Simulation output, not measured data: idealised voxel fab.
Process module heading - voxel capacitor over wiring
175 nm wide, 5 nm square cells: that's cross-section cut.
Cross-section layout: square cells on a grid; listed as bands, top to bottom; a band spans one or more cell rows.
Band entry format. Leading values: height of top, height of bottom, nm. Remainder: materials in left-to-right order, each with its width in nm. Special words: "everywhere" on a single material, which then fills the band edge to edge; "blank", empty space.
Height is counted from the level 0, under which the received wafer is composed throughout of one material. The lowest of the bands is not closed at the bottom but continues downward, in the notation "z 0 and below".
Per-row width for "30->40": begins at first number (top row of band), ends at second number (bottom row), increment between rows held constant.
For the purposes of this document, the phrase "no alterations made" attached to a step denotes that no cell within the cross-section was modified by that step.
In the "Sealed void listing" entry, you get each enclosed empty space of 8 cells or more, one with no open way to the top, written width x height at distance, distance from the left edge, in nm.
If you see something after the settings on a step's line, that's the simulator's own remark about that step.
"overlay nm" on a masked step: distance the mask lay right of its planned place, negative for left.
Read the rest as pairs. Take the cross-section before one process step, then the cross-section after it, which shows only down to the lowest band that changed. Under the pair, find the step between them and its settings. Bear in mind that pairs may come from different runs of this module on the same starting wafer: link a pair to the pair above it only where its entry headed "Structure before processing" says to.
-- Structure before processing
> z 90 to 80  blank 50 nm; TiN 45 nm; blank 80 nm
> z 80 to 75  blank 50 nm; SiN 45 nm; blank 80 nm
> z 75 to 65  TiN everywhere
> z 65 to 45  lowk 45 nm; TiN 5 nm; Ru 5 nm; TiN 5 nm; lowk 115 nm
> z 45 to 40  SiCN 45 nm; TiN 15 nm; SiCN 115 nm
> z 40 to 20  lowk 30 nm; Ru 30 nm; lowk 50 nm; Ru 30 nm; lowk 35 nm
> z 20 to 15  lowk 30 nm; TiN 30 nm; lowk 50 nm; TiN 30 nm; lowk 35 nm
> z 15 to 0  SiO2 everywhere
> z 0 and below  Si everywhere
> Sealed void listing: none
-- Resulting Cross-Section
> z 100 to 90  blank 50 nm; aC 45 nm; blank 80 nm
> z 90 to 85  blank 50 nm; TiN 45 nm; blank 80 nm
> z 85 to 80  aC 50 nm; TiN 45 nm; aC 80 nm
> z 80 to 75  aC 50 nm; SiN 45 nm; aC 80 nm
> Note: structure below 75 unchanged.
> Sealed void listing: none
What step was run between the cross-section before it and the cross-section after it, both above? DIRECTIONAL_DEP [material aC] [thk nm 10]
Structure before processing: this step begins from the cross-section that the pair just above shows after its step.
-- Resulting Cross-Section
> z 130 to 100  blank 40 nm; resist 65 nm; blank 70 nm
> z 100 to 90  blank 40 nm; resist 10 nm; aC 45 nm; resist 10 nm; blank 70 nm
> z 90 to 85  blank 40 nm; resist 10 nm; TiN 45 nm; resist 10 nm; blank 70 nm
> Note: structure below 85 unchanged.
> Sealed void listing: none
What step was run between the cross-section before it and the cross-section after it, both above? PATTERN [tone cover] [mask id LOWER_PLATE] [material resist] [width nm 65] [thk nm 30] [overlay nm 0]
Structure before processing: this step begins from the cross-section that the pair just above shows after its step.
-- Resulting Cross-Section
> z 120 to 100  blank 40 nm; resist 65 nm; blank 70 nm
> z 100 to 90  blank 40 nm; resist 10 nm; aC 45 nm; resist 10 nm; blank 70 nm
> z 90 to 85  blank 40 nm; resist 10 nm; TiN 45 nm; resist 10 nm; blank 70 nm
> z 85 to 80  blank 40 nm; aC 10 nm; TiN 45 nm; aC 10 nm; blank 70 nm
> z 80 to 75  blank 40 nm; aC 10 nm; SiN 45 nm; aC 10 nm; blank 70 nm
> Note: structure below 75 unchanged.
> Sealed void listing: none
What step was run between the cross-section before it and the cross-section after it, both above? DIRECTIONAL_ETCH [etch materials aC] [depth nm 10]
Structure before processing: this step begins from the cross-section that the pair just above shows after its step.
-- Resulting Cross-Section
> z 100 to 90  blank 50 nm; aC 45 nm; blank 80 nm
> z 90 to 85  blank 50 nm; TiN 45 nm; blank 80 nm
> Note: structure below 85 unchanged.
> Sealed void listing: none
What step was run between the cross-section before it and the cross-section after it, both above? STRIP [etch materials resist]
Structure before processing: this step begins from the cross-section that the pair just above shows after its step.
-- Resulting Cross-Section
> z 100 to 90  blank 50 nm; aC 45 nm; blank 80 nm
> z 90 to 85  blank 50 nm; TiN 45 nm; blank 80 nm
> z 85 to 80  blank 40 nm; aC 10 nm; TiN 45 nm; aC 10 nm; blank 70 nm
> z 80 to 75  blank 40 nm; aC 10 nm; SiN 45 nm; aC 10 nm; blank 70 nm
> z 75 to 65  blank 40 nm; TiN 65 nm; blank 70 nm
> Note: structure below 65 unchanged.
> Sealed void listing: none
What step was run between the cross-section before it and the cross-section after it, both above? DIRECTIONAL_ETCH [etch materials TiN] [depth nm 10]
Structure before processing: this step begins from the cross-section that the pair just above shows after its step.
-- Resulting Cross-Section
> z 90 to 80  blank 50 nm; TiN 45 nm; blank 80 nm
> z 80 to 75  blank 50 nm; SiN 45 nm; blank 80 nm
> Note: structure below 75 unchanged.
> Sealed void listing: none
What step was run between the cross-section before it and the cross-section after it, both above? STRIP [etch materials aC]
Structure before processing: this step begins from the cross-section that the pair just above shows after its step.
-- Resulting Cross-Section
> z 110 to 90  SiO2 everywhere
> z 90 to 80  SiO2 50 nm; TiN 45 nm; SiO2 80 nm
> z 80 to 75  SiO2 50 nm; SiN 45 nm; SiO2 80 nm
> z 75 to 65  SiO2 40 nm; TiN 65 nm; SiO2 70 nm
> Note: structure below 65 unchanged.
> Sealed void listing: none
What step was run between the cross-section before it and the cross-section after it, both above? FILL_DEP [material SiO2] [thk nm 20]
Structure before processing: this step begins from the cross-section that the pair just above shows after its step.
-- Resulting Cross-Section
> z 105 to 90  SiO2 everywhere
> Note: structure below 90 unchanged.
> Sealed void listing: none
What step was run between the cross-section before it and the cross-section after it, both above? CMP [height nm 105]
Structure before processing: this step begins from the cross-section that the pair just above shows after its step.
-- Resulting Cross-Section
> z 105 to 90  SiO2 55 nm; blank 15 nm; SiO2 105 nm
> Note: structure below 90 unchanged.
> Sealed void listing: none
What step was run between the cross-section before it and the cross-section after it, both above? MASKED_ETCH [tone open] [mask id PLUG_2] [width nm 15] [etch materials SiO2] [depth nm 15] [overlay nm 0]
Structure before processing: this step begins from the cross-section that the pair just above shows after its step.
-- Resulting Cross-Section
> z 110 to 105  TiN 60 nm; blank 5 nm; TiN 110 nm
> z 105 to 95  SiO2 55 nm; TiN 5 nm; blank 5 nm; TiN 5 nm; SiO2 105 nm
> z 95 to 90  SiO2 55 nm; TiN 15 nm; SiO2 105 nm
> Note: structure below 90 unchanged.
> Sealed void listing: none
What step was run between the cross-section before it and the cross-section after it, both above? CONFORMAL_DEP [material TiN] [thk nm 5]
Structure before processing: this step begins from the cross-section that the pair just above shows after its step.
-- Resulting Cross-Section
> z 115 to 110  Ru everywhere
> z 110 to 105  TiN 60 nm; Ru 5 nm; TiN 110 nm
> z 105 to 95  SiO2 55 nm; TiN 5 nm; Ru 5 nm; TiN 5 nm; SiO2 105 nm
> Note: structure below 95 unchanged.
> Sealed void listing: none
What step was run between the cross-section before it and the cross-section after it, both above? FILL_DEP [material Ru] [thk nm 5]
Structure before processing: this step begins from the cross-section that the pair just above shows after its step.
-- Resulting Cross-Section
> z 105 to 95  SiO2 55 nm; TiN 5 nm; Ru 5 nm; TiN 5 nm; SiO2 105 nm
> Note: structure below 95 unchanged.
> Sealed void listing: none
What step was run between the cross-section before it and the cross-section after it, both above? CMP [height nm 105]
Structure before processing: this step begins from the cross-section that the pair just above shows after its step.
-- Resulting Cross-Section
> z 110 to 105  SiCN everywhere
> Note: structure below 105 unchanged.
> Sealed void listing: none
What step was run between the cross-section before it and the cross-section after it, both above? CONFORMAL_DEP [material SiCN] [thk nm 5]
-- Structure before processing
> z 105 to 90  SiO2 everywhere
> z 90 to 80  SiO2 45 nm; TiN 55 nm; SiO2 75 nm
> z 80 to 75  SiO2 45 nm; SiN 55 nm; SiO2 75 nm
> z 75 to 65  SiO2 40 nm; TiN 65 nm; SiO2 70 nm
> z 65 to 45  lowk 45 nm; TiN 5 nm; Ru 5 nm; TiN 5 nm; lowk 115 nm
> z 45 to 40  SiCN 45 nm; TiN 15 nm; SiCN 115 nm
> z 40 to 20  lowk 30 nm; Ru 30 nm; lowk 50 nm; Ru 30 nm; lowk 35 nm
> z 20 to 15  lowk 30 nm; TiN 30 nm; lowk 50 nm; TiN 30 nm; lowk 35 nm
> z 15 to 0  SiO2 everywhere
> z 0 and below  Si everywhere
> Sealed void listing: none
-- Resulting Cross-Section
> z 105 to 90  SiO2 50 nm; blank 15 nm; SiO2 110 nm
> Note: structure below 90 unchanged.
> Sealed void listing: none
What step was run between the cross-section before it and the cross-section after it, both above? MASKED_ETCH [tone open] [mask id PLUG_2] [width nm 15] [etch materials SiO2] [depth nm 15] [overlay nm -5]
Structure before processing: this step begins from the cross-section that the pair just above shows after its step.
-- Resulting Cross-Section
> z 110 to 105  TiN 55 nm; blank 5 nm; TiN 115 nm
> z 105 to 95  SiO2 50 nm; TiN 5 nm; blank 5 nm; TiN 5 nm; SiO2 110 nm
> z 95 to 90  SiO2 50 nm; TiN 15 nm; SiO2 110 nm
> Note: structure below 90 unchanged.
> Sealed void listing: none
What step was run between the cross-section before it and the cross-section after it, both above? CONFORMAL_DEP [material TiN] [thk nm 5]
Structure before processing: this step begins from the cross-section that the pair just above shows after its step.
-- Resulting Cross-Section
> z 115 to 110  Ru everywhere
> z 110 to 105  TiN 55 nm; Ru 5 nm; TiN 115 nm
> z 105 to 95  SiO2 50 nm; TiN 5 nm; Ru 5 nm; TiN 5 nm; SiO2 110 nm
> Note: structure below 95 unchanged.
> Sealed void listing: none
What step was run between the cross-section before it and the cross-section after it, both above? FILL_DEP [material Ru] [thk nm 5]
Structure before processing: this step begins from the cross-section that the pair just above shows after its step.
-- Resulting Cross-Section
> z 105 to 95  SiO2 50 nm; TiN 5 nm; Ru 5 nm; TiN 5 nm; SiO2 110 nm
> Note: structure below 95 unchanged.
> Sealed void listing: none
What step was run between the cross-section before it and the cross-section after it, both above? CMP [height nm 105]
Structure before processing: this step begins from the cross-section that the pair just above shows after its step.
-- Resulting Cross-Section
> z 110 to 105  SiCN everywhere
> Note: structure below 105 unchanged.
> Sealed void listing: none
What step was run between the cross-section before it and the cross-section after it, both above? CONFORMAL_DEP [material SiCN] [thk nm 5]
-- Structure before processing
> z 45 to 40  SiCN everywhere
> z 40 to 20  lowk 30 nm; Ru 30 nm; lowk 50 nm; Ru 30 nm; lowk 35 nm
> z 20 to 15  lowk 30 nm; TiN 30 nm; lowk 50 nm; TiN 30 nm; lowk 35 nm
> z 15 to 0  SiO2 everywhere
> z 0 and below  Si everywhere
> Sealed void listing: none
-- Resulting Cross-Section
> z 65 to 40  SiCN everywhere
> Note: structure below 40 unchanged.
> Sealed void listing: none
What step was run between the cross-section before it and the cross-section after it, both above? DIRECTIONAL_DEP [material SiCN] [thk nm 20]
Structure before processing: this step begins from the cross-section that the pair just above shows after its step.
-- Resulting Cross-Section
> z 75 to 65  aC everywhere
> Note: structure below 65 unchanged.
> Sealed void listing: none
What step was run between the cross-section before it and the cross-section after it, both above? DIRECTIONAL_DEP [material aC] [thk nm 10]
Structure before processing: this step begins from the cross-section that the pair just above shows after its step.
-- Resulting Cross-Section
> z 100 to 75  resist 45 nm; blank 15 nm; resist 115 nm
> Note: structure below 75 unchanged.
> Sealed void listing: none
What step was run between the cross-section before it and the cross-section after it, both above? PATTERN [tone open] [mask id PLUG_1] [material resist] [width nm 15] [thk nm 25] [overlay nm 0]
Structure before processing: this step begins from the cross-section that the pair just above shows after its step.
-- Resulting Cross-Section
> z 90 to 75  resist 45 nm; blank 15 nm; resist 115 nm
> z 75 to 65  aC 45 nm; blank 15 nm; aC 115 nm
> Note: structure below 65 unchanged.
> Sealed void listing: none
What step was run between the cross-section before it and the cross-section after it, both above? DIRECTIONAL_ETCH [etch materials aC] [depth nm 10]
Structure before processing: this step begins from the cross-section that the pair just above shows after its step.
-- Resulting Cross-Section
> z 75 to 65  aC 45 nm; blank 15 nm; aC 115 nm
> Note: structure below 65 unchanged.
> Sealed void listing: none
What step was run between the cross-section before it and the cross-section after it, both above? STRIP [etch materials resist]
Structure before processing: this step begins from the cross-section that the pair just above shows after its step.
-- Resulting Cross-Section
> z 75 to 65  aC 45 nm; blank 15 nm; aC 115 nm
> z 65 to 60  SiCN 45 nm; blank 15 nm; SiCN 115 nm
> Note: structure below 60 unchanged.
> Sealed void listing: none
What step was run between the cross-section before it and the cross-section after it, both above? DIRECTIONAL_ETCH [etch materials SiCN] [depth nm 5]
Structure before processing: this step begins from the cross-section that the pair just above shows after its step.
-- Resulting Cross-Section
> z 65 to 60  SiCN 45 nm; blank 15 nm; SiCN 115 nm
> Note: structure below 60 unchanged.
> Sealed void listing: none
What step was run between the cross-section before it and the cross-section after it, both above? STRIP [etch materials aC]
Structure before processing: this step begins from the cross-section that the pair just above shows after its step.
-- Resulting Cross-Section
> z 70 to 65  TiN 50 nm; blank 5 nm; TiN 120 nm
> z 65 to 60  SiCN 45 nm; TiN 15 nm; SiCN 115 nm
> Note: structure below 60 unchanged.
> Sealed void listing: none
What step was run between the cross-section before it and the cross-section after it, both above? CONFORMAL_DEP [material TiN] [thk nm 5]
Structure before processing: this step begins from the cross-section that the pair just above shows after its step.
-- Resulting Cross-Section
> z 75 to 70  Ru everywhere
> z 70 to 65  TiN 50 nm; Ru 5 nm; TiN 120 nm
> Note: structure below 65 unchanged.
> Sealed void listing: none
What step was run between the cross-section before it and the cross-section after it, both above? FILL_DEP [material Ru] [thk nm 5]
Structure before processing: this step begins from the cross-section that the pair just above shows after its step.
-- Resulting Cross-Section
> z 65 to 60  SiCN 45 nm; TiN 15 nm; SiCN 115 nm
> Note: structure below 60 unchanged.
> Sealed void listing: none
What step was run between the cross-section before it and the cross-section after it, both above? CMP [height nm 65]
Structure before processing: this step begins from the cross-section that the pair just above shows after its step.
-- Resulting Cross-Section
> z 75 to 65  TiN everywhere
> Note: structure below 65 unchanged.
> Sealed void listing: none
What step was run between the cross-section before it and the cross-section after it, both above? DIRECTIONAL_DEP [material TiN] [thk nm 10]
Structure before processing: this step begins from the cross-section that the pair just above shows after its step.
-- Resulting Cross-Section
> z 80 to 75  SiN everywhere
> Note: structure below 75 unchanged.
> Sealed void listing: none
What step was run between the cross-section before it and the cross-section after it, both above? DIRECTIONAL_DEP [material SiN] [thk nm 5]
Structure before processing: this step begins from the cross-section that the pair just above shows after its step.
-- Resulting Cross-Section
> z 90 to 80  TiN everywhere
> Note: structure below 80 unchanged.
> Sealed void listing: none
What step was run between the cross-section before it and the cross-section after it, both above? DIRECTIONAL_DEP [material TiN] [thk nm 10]
Structure before processing: this step begins from the cross-section that the pair just above shows after its step.
-- Resulting Cross-Section
> z 105 to 90  aC everywhere
> Note: structure below 90 unchanged.
> Sealed void listing: none
What step was run between the cross-section before it and the cross-section after it, both above? DIRECTIONAL_DEP [material aC] [thk nm 15]
Structure before processing: this step begins from the cross-section that the pair just above shows after its step.
-- Resulting Cross-Section
> z 135 to 105  blank 45 nm; resist 55 nm; blank 75 nm
> Note: structure below 105 unchanged.
> Sealed void listing: none
What step was run between the cross-section before it and the cross-section after it, both above? PATTERN [tone cover] [mask id UPPER_PLATE] [material resist] [width nm 55] [thk nm 30] [overlay nm 0]
Structure before processing: this step begins from the cross-section that the pair just above shows after its step.
-- Resulting Cross-Section
> z 120 to 105  blank 45 nm; resist 55 nm; blank 75 nm
> z 105 to 90  blank 45 nm; aC 55 nm; blank 75 nm
> Note: structure below 90 unchanged.
> Sealed void listing: none
What step was run between the cross-section before it and the cross-section after it, both above? DIRECTIONAL_ETCH [etch materials aC] [depth nm 15]
Structure before processing: this step begins from the cross-section that the pair just above shows after its step.
-- Resulting Cross-Section
> z 105 to 90  blank 45 nm; aC 55 nm; blank 75 nm
> Note: structure below 90 unchanged.
> Sealed void listing: none
What step was run between the cross-section before it and the cross-section after it, both above? STRIP [etch materials resist]
Structure before processing: this step begins from the cross-section that the pair just above shows after its step.
-- Resulting Cross-Section
> z 105 to 90  blank 45 nm; aC 55 nm; blank 75 nm
> z 90 to 80  blank 45 nm; TiN 55 nm; blank 75 nm
> Note: structure below 80 unchanged.
> Sealed void listing: none
What step was run between the cross-section before it and the cross-section after it, both above? DIRECTIONAL_ETCH [etch materials TiN] [depth nm 10]
Structure before processing: this step begins from the cross-section that the pair just above shows after its step.
-- Resulting Cross-Section
> z 105 to 90  blank 45 nm; aC 55 nm; blank 75 nm
> z 90 to 80  blank 45 nm; TiN 55 nm; blank 75 nm
> z 80 to 75  blank 45 nm; SiN 55 nm; blank 75 nm
> Note: structure below 75 unchanged.
> Sealed void listing: none
What step was run between the cross-section before it and the cross-section after it, both above? DIRECTIONAL_ETCH [etch materials SiN] [depth nm 5]
Structure before processing: this step begins from the cross-section that the pair just above shows after its step.
-- Resulting Cross-Section
> z 90 to 80  blank 45 nm; TiN 55 nm; blank 75 nm
> Note: structure below 80 unchanged.
> Sealed void listing: none
What step was run between the cross-section before it and the cross-section after it, both above? STRIP [etch materials aC]
Structure before processing: this step begins from the cross-section that the pair just above shows after its step.
-- Resulting Cross-Section
> z 100 to 90  blank 45 nm; aC 55 nm; blank 75 nm
> z 90 to 85  blank 45 nm; TiN 55 nm; blank 75 nm
> z 85 to 80  aC 45 nm; TiN 55 nm; aC 75 nm
> z 80 to 75  aC 45 nm; SiN 55 nm; aC 75 nm
> Note: structure below 75 unchanged.
> Sealed void listing: none
What step was run between the cross-section before it and the cross-section after it, both above? DIRECTIONAL_DEP [material aC] [thk nm 10]
Structure before processing: this step begins from the cross-section that the pair just above shows after its step.
-- Resulting Cross-Section
> z 130 to 100  blank 40 nm; resist 65 nm; blank 70 nm
> z 100 to 90  blank 40 nm; resist 5 nm; aC 55 nm; resist 5 nm; blank 70 nm
> z 90 to 85  blank 40 nm; resist 5 nm; TiN 55 nm; resist 5 nm; blank 70 nm
> Note: structure below 85 unchanged.
> Sealed void listing: none
What step was run between the cross-section before it and the cross-section after it, both above? PATTERN [tone cover] [mask id LOWER_PLATE] [material resist] [width nm 65] [thk nm 30] [overlay nm 0]
Structure before processing: this step begins from the cross-section that the pair just above shows after its step.
-- Resulting Cross-Section
> z 120 to 100  blank 40 nm; resist 65 nm; blank 70 nm
> z 100 to 90  blank 40 nm; resist 5 nm; aC 55 nm; resist 5 nm; blank 70 nm
> z 90 to 85  blank 40 nm; resist 5 nm; TiN 55 nm; resist 5 nm; blank 70 nm
> z 85 to 80  blank 40 nm; aC 5 nm; TiN 55 nm; aC 5 nm; blank 70 nm
> z 80 to 75  blank 40 nm; aC 5 nm; SiN 55 nm; aC 5 nm; blank 70 nm
> Note: structure below 75 unchanged.
> Sealed void listing: none
What step was run between the cross-section before it and the cross-section after it, both above? DIRECTIONAL_ETCH [etch materials aC] [depth nm 10]
Structure before processing: this step begins from the cross-section that the pair just above shows after its step.
-- Resulting Cross-Section
> z 100 to 90  blank 45 nm; aC 55 nm; blank 75 nm
> z 90 to 85  blank 45 nm; TiN 55 nm; blank 75 nm
> Note: structure below 85 unchanged.
> Sealed void listing: none
What step was run between the cross-section before it and the cross-section after it, both above? STRIP [etch materials resist]
Structure before processing: this step begins from the cross-section that the pair just above shows after its step.
-- Resulting Cross-Section
> z 100 to 90  blank 45 nm; aC 55 nm; blank 75 nm
> z 90 to 85  blank 45 nm; TiN 55 nm; blank 75 nm
> z 85 to 80  blank 40 nm; aC 5 nm; TiN 55 nm; aC 5 nm; blank 70 nm
> z 80 to 75  blank 40 nm; aC 5 nm; SiN 55 nm; aC 5 nm; blank 70 nm
> z 75 to 65  blank 40 nm; TiN 65 nm; blank 70 nm
> Note: structure below 65 unchanged.
> Sealed void listing: none
What step was run between the cross-section before it and the cross-section after it, both above? DIRECTIONAL_ETCH [etch materials TiN] [depth nm 10]
Structure before processing: this step begins from the cross-section that the pair just above shows after its step.
-- Resulting Cross-Section
> z 90 to 80  blank 45 nm; TiN 55 nm; blank 75 nm
> z 80 to 75  blank 45 nm; SiN 55 nm; blank 75 nm
> Note: structure below 75 unchanged.
> Sealed void listing: none
What step was run between the cross-section before it and the cross-section after it, both above? STRIP [etch materials aC]
Structure before processing: this step begins from the cross-section that the pair just above shows after its step.
-- Resulting Cross-Section
> z 110 to 90  SiO2 everywhere
> z 90 to 80  SiO2 45 nm; TiN 55 nm; SiO2 75 nm
> z 80 to 75  SiO2 45 nm; SiN 55 nm; SiO2 75 nm
> z 75 to 65  SiO2 40 nm; TiN 65 nm; SiO2 70 nm
> Note: structure below 65 unchanged.
> Sealed void listing: none
What step was run between the cross-section before it and the cross-section after it, both above? FILL_DEP [material SiO2] [thk nm 20]
Structure before processing: this step begins from the cross-section that the pair just above shows after its step.
-- Resulting Cross-Section
> z 105 to 90  SiO2 everywhere
> Note: structure below 90 unchanged.
> Sealed void listing: none
What step was run between the cross-section before it and the cross-section after it, both above? CMP [height nm 105]
Structure before processing: this step begins from the cross-section that the pair just above shows after its step.
-- Resulting Cross-Section
> z 105 to 90  SiO2 55 nm; blank 15 nm; SiO2 105 nm
> Note: structure below 90 unchanged.
> Sealed void listing: none
What step was run between the cross-section before it and the cross-section after it, both above? MASKED_ETCH [tone open] [mask id PLUG_2] [width nm 15] [etch materials SiO2] [depth nm 15] [overlay nm 0]
Structure before processing: this step begins from the cross-section that the pair just above shows after its step.
-- Resulting Cross-Section
> z 110 to 105  TiN 60 nm; blank 5 nm; TiN 110 nm
> z 105 to 95  SiO2 55 nm; TiN 5 nm; blank 5 nm; TiN 5 nm; SiO2 105 nm
> z 95 to 90  SiO2 55 nm; TiN 15 nm; SiO2 105 nm
> Note: structure below 90 unchanged.
> Sealed void listing: none
What step was run between the cross-section before it and the cross-section after it, both above? CONFORMAL_DEP [material TiN] [thk nm 5]
Structure before processing: this step begins from the cross-section that the pair just above shows after its step.
-- Resulting Cross-Section
> z 115 to 110  Ru everywhere
> z 110 to 105  TiN 60 nm; Ru 5 nm; TiN 110 nm
> z 105 to 95  SiO2 55 nm; TiN 5 nm; Ru 5 nm; TiN 5 nm; SiO2 105 nm
> Note: structure below 95 unchanged.
> Sealed void listing: none
What step was run between the cross-section before it and the cross-section after it, both above? FILL_DEP [material Ru] [thk nm 5]
Structure before processing: this step begins from the cross-section that the pair just above shows after its step.
-- Resulting Cross-Section
> z 105 to 95  SiO2 55 nm; TiN 5 nm; Ru 5 nm; TiN 5 nm; SiO2 105 nm
> Note: structure below 95 unchanged.
> Sealed void listing: none
What step was run between the cross-section before it and the cross-section after it, both above? CMP [height nm 105]
Structure before processing: this step begins from the cross-section that the pair just above shows after its step.
-- Resulting Cross-Section
> z 110 to 105  SiCN everywhere
> Note: structure below 105 unchanged.
> Sealed void listing: none
What step was run between the cross-section before it and the cross-section after it, both above? CONFORMAL_DEP [material SiCN] [thk nm 5]
-- Structure before processing
> z 75 to 65  aC everywhere
> z 65 to 45  lowk everywhere
> z 45 to 40  SiCN everywhere
> z 40 to 20  lowk 30 nm; Ru 30 nm; lowk 50 nm; Ru 30 nm; lowk 35 nm
> z 20 to 15  lowk 30 nm; TiN 30 nm; lowk 50 nm; TiN 30 nm; lowk 35 nm
> z 15 to 0  SiO2 everywhere
> z 0 and below  Si everywhere
> Sealed void listing: none
-- Resulting Cross-Section
> z 100 to 75  blank 45 nm; resist 15 nm; blank 115 nm
> Note: structure below 75 unchanged.
> Sealed void listing: none
What step was run between the cross-section before it and the cross-section after it, both above? PATTERN [tone cover] [mask id PLUG_1] [material resist] [width nm 15] [thk nm 25] [overlay nm 0]
Structure before processing: this step begins from the cross-section that the pair just above shows after its step.
-- Resulting Cross-Section
> z 90 to 75  blank 45 nm; resist 15 nm; blank 115 nm
> z 75 to 65  blank 45 nm; aC 15 nm; blank 115 nm
> Note: structure below 65 unchanged.
> Sealed void listing: none
What step was run between the cross-section before it and the cross-section after it, both above? DIRECTIONAL_ETCH [etch materials aC] [depth nm 10]
Structure before processing: this step begins from the cross-section that the pair just above shows after its step.
-- Resulting Cross-Section
> z 75 to 65  blank 45 nm; aC 15 nm; blank 115 nm
> Note: structure below 65 unchanged.
> Sealed void listing: none
What step was run between the cross-section before it and the cross-section after it, both above? STRIP [etch materials resist]
Structure before processing: this step begins from the cross-section that the pair just above shows after its step.
-- Resulting Cross-Section
> z 75 to 65  blank 45 nm; aC 15 nm; blank 115 nm
> z 65 to 45  blank 45 nm; lowk 15 nm; blank 115 nm
> Note: structure below 45 unchanged.
> Sealed void listing: none
What step was run between the cross-section before it and the cross-section after it, both above? DIRECTIONAL_ETCH [etch materials lowk] [depth nm 20]
Structure before processing: this step begins from the cross-section that the pair just above shows after its step.
-- Resulting Cross-Section
> z 75 to 65  blank 45 nm; aC 15 nm; blank 115 nm
> z 65 to 45  blank 45 nm; lowk 15 nm; blank 115 nm
> z 45 to 40  blank 45 nm; SiCN 15 nm; blank 115 nm
> Note: structure below 40 unchanged.
> Sealed void listing: none
What step was run between the cross-section before it and the cross-section after it, both above? DIRECTIONAL_ETCH [etch materials SiCN] [depth nm 5]
Structure before processing: this step begins from the cross-section that the pair just above shows after its step.
-- Resulting Cross-Section
> z 65 to 45  blank 45 nm; lowk 15 nm; blank 115 nm
> Note: structure below 45 unchanged.
> Sealed void listing: none
What step was run between the cross-section before it and the cross-section after it, both above? STRIP [etch materials aC]
Structure before processing: this step begins from the cross-section that the pair just above shows after its step.
-- Resulting Cross-Section
> z 70 to 65  blank 40 nm; TiN 25 nm; blank 110 nm
> z 65 to 45  blank 40 nm; TiN 5 nm; lowk 15 nm; TiN 5 nm; blank 110 nm
> z 45 to 40  TiN 45 nm; SiCN 15 nm; TiN 115 nm
> Note: structure below 40 unchanged.
> Sealed void listing: none
What step was run between the cross-section before it and the cross-section after it, both above? CONFORMAL_DEP [material TiN] [thk nm 5]
Structure before processing: this step begins from the cross-section that the pair just above shows after its step.
-- Resulting Cross-Section
> z 75 to 70  Ru everywhere
> z 70 to 65  Ru 40 nm; TiN 25 nm; Ru 110 nm
> z 65 to 45  Ru 40 nm; TiN 5 nm; lowk 15 nm; TiN 5 nm; Ru 110 nm
> Note: structure below 45 unchanged.
> Sealed void listing: none
What step was run between the cross-section before it and the cross-section after it, both above? FILL_DEP [material Ru] [thk nm 5]
Structure before processing: this step begins from the cross-section that the pair just above shows after its step.
-- Resulting Cross-Section
> z 65 to 45  Ru 40 nm; TiN 5 nm; lowk 15 nm; TiN 5 nm; Ru 110 nm
> Note: structure below 45 unchanged.
> Sealed void listing: none
What step was run between the cross-section before it and the cross-section after it, both above? CMP [height nm 65]
Structure before processing: this step begins from the cross-section that the pair just above shows after its step.
-- Resulting Cross-Section
> z 75 to 65  TiN everywhere
> Note: structure below 65 unchanged.
> Sealed void listing: none
What step was run between the cross-section before it and the cross-section after it, both above? DIRECTIONAL_DEP [material TiN] [thk nm 10]
Structure before processing: this step begins from the cross-section that the pair just above shows after its step.
-- Resulting Cross-Section
> z 80 to 75  SiN everywhere
> Note: structure below 75 unchanged.
> Sealed void listing: none
What step was run between the cross-section before it and the cross-section after it, both above? DIRECTIONAL_DEP [material SiN] [thk nm 5]
Structure before processing: this step begins from the cross-section that the pair just above shows after its step.
-- Resulting Cross-Section
> z 90 to 80  TiN everywhere
> Note: structure below 80 unchanged.
> Sealed void listing: none
What step was run between the cross-section before it and the cross-section after it, both above? DIRECTIONAL_DEP [material TiN] [thk nm 10]
Structure before processing: this step begins from the cross-section that the pair just above shows after its step.
-- Resulting Cross-Section
> z 105 to 90  aC everywhere
> Note: structure below 90 unchanged.
> Sealed void listing: none
What step was run between the cross-section before it and the cross-section after it, both above? DIRECTIONAL_DEP [material aC] [thk nm 15]
Structure before processing: this step begins from the cross-section that the pair just above shows after its step.
-- Resulting Cross-Section
> z 135 to 105  blank 45 nm; resist 55 nm; blank 75 nm
> Note: structure below 105 unchanged.
> Sealed void listing: none
What step was run between the cross-section before it and the cross-section after it, both above? PATTERN [tone cover] [mask id UPPER_PLATE] [material resist] [width nm 55] [thk nm 30] [overlay nm 0]
Structure before processing: this step begins from the cross-section that the pair just above shows after its step.
-- Resulting Cross-Section
> z 120 to 105  blank 45 nm; resist 55 nm; blank 75 nm
> z 105 to 90  blank 45 nm; aC 55 nm; blank 75 nm
> Note: structure below 90 unchanged.
> Sealed void listing: none
What step was run between the cross-section before it and the cross-section after it, both above? DIRECTIONAL_ETCH [etch materials aC] [depth nm 15]
Structure before processing: this step begins from the cross-section that the pair just above shows after its step.
-- Resulting Cross-Section
> z 105 to 90  blank 45 nm; aC 55 nm; blank 75 nm
> Note: structure below 90 unchanged.
> Sealed void listing: none
What step was run between the cross-section before it and the cross-section after it, both above? STRIP [etch materials resist]
Structure before processing: this step begins from the cross-section that the pair just above shows after its step.
-- Resulting Cross-Section
> z 105 to 90  blank 45 nm; aC 55 nm; blank 75 nm
> z 90 to 80  blank 45 nm; TiN 55 nm; blank 75 nm
> Note: structure below 80 unchanged.
> Sealed void listing: none
What step was run between the cross-section before it and the cross-section after it, both above? DIRECTIONAL_ETCH [etch materials TiN] [depth nm 10]
Structure before processing: this step begins from the cross-section that the pair just above shows after its step.
-- Resulting Cross-Section
> z 105 to 90  blank 45 nm; aC 55 nm; blank 75 nm
> z 90 to 80  blank 45 nm; TiN 55 nm; blank 75 nm
> z 80 to 75  blank 45 nm; SiN 55 nm; blank 75 nm
> Note: structure below 75 unchanged.
> Sealed void listing: none
What step was run between the cross-section before it and the cross-section after it, both above? DIRECTIONAL_ETCH [etch materials SiN] [depth nm 5]
Structure before processing: this step begins from the cross-section that the pair just above shows after its step.
-- Resulting Cross-Section
> z 90 to 80  blank 45 nm; TiN 55 nm; blank 75 nm
> Note: structure below 80 unchanged.
> Sealed void listing: none
What step was run between the cross-section before it and the cross-section after it, both above? STRIP [etch materials aC]
Structure before processing: this step begins from the cross-section that the pair just above shows after its step.
-- Resulting Cross-Section
> z 100 to 90  blank 45 nm; aC 55 nm; blank 75 nm
> z 90 to 85  blank 45 nm; TiN 55 nm; blank 75 nm
> z 85 to 80  aC 45 nm; TiN 55 nm; aC 75 nm
> z 80 to 75  aC 45 nm; SiN 55 nm; aC 75 nm
> Note: structure below 75 unchanged.
> Sealed void listing: none
What step was run between the cross-section before it and the cross-section after it, both above? DIRECTIONAL_DEP [material aC] [thk nm 10]
